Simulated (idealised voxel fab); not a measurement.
This is a process module. Its name is voxel released beams.
Square cells of 5 nm make up the cross-section cut, whose width is 170 nm.
Reading order for cross-sections: top band down to bottom band. Underlying form: a grid of square cells. Band size: one or more rows of cells. It is stipulated that each band's entry specify, in nanometres, the height of the top of the band and then that of its bottom, followed by the materials of the band in left-to-right sequence, each together with its width in nanometres. A single material marked by the word "throughout" is understood to fill the band from edge to edge; the word "air" is understood to denote empty space. The level at which height equals 0 is the one under which the wafer, as it arrives, is entirely one material. No lower edge exists for the bottom band, which continues downward and is notated as in "0 nm and below". A width such as "30 to 40" changes by the same amount from each row of cells to the next, from the band's top row to its bottom row. A step reported as "no modification" is a step in which no cell of the cross-section changed. "Closed void catalog": empty spaces of 8 cells or more with no open way to the top, each given as width x height at distance, distance from the left edge, all in nm. Whatever follows a step's settings on its line is a remark the simulator itself makes about that step. The optional step-line setting "overlay nm" applies to steps with a mask and quantifies how far to the right of its planned location the mask lay, a negative value indicating leftward placement.
### This section lists the process steps that were planned
| 1 | RECEIVE [material Si] |
| 2 | CONFORMAL_DEP [material SiN] [thk nm 10] |
| 3 | DIRECTIONAL_DEP [material SiO2] [thk nm 10] |
| 4 | MASKED_ETCH [tone open] [mask id ANCHOR] [width nm 35] [etch materials SiO2] [depth nm 10] [overlay nm 0] |
| 5 | CONFORMAL_DEP [material W] [thk nm 15] |
| 6 | MASKED_ETCH [tone cover] [mask id BEAM] [width nm 105] [etch materials W] [depth nm 15] [overlay nm 0] |
| 7 | STRIP [etch materials SiO2] |
The width nm used in step 4 is not the same on every wafer, whereas the starting condition is; the value printed in the plan is the first wafer's.
### First of several wafers (as received, post step 1), cross-sectional view
    0 nm and below = Si throughout
    Closed void catalog: none
### Table: wafers, a row each; end-of-module cell change per material since receipt, gain (+), loss (-); then closed voids
width nm 35, +68 SiN, +75 W, Closed void catalog: none
width nm 40, +68 SiN, +75 W, Closed void catalog: none
width nm 45, +68 SiN, +75 W, Closed void catalog: none
width nm 50, +68 SiN, +75 W, Closed void catalog: none
width nm 55, +68 SiN, +75 W, Closed void catalog: none
width nm 60, +68 SiN, +75 W, Closed void catalog: none
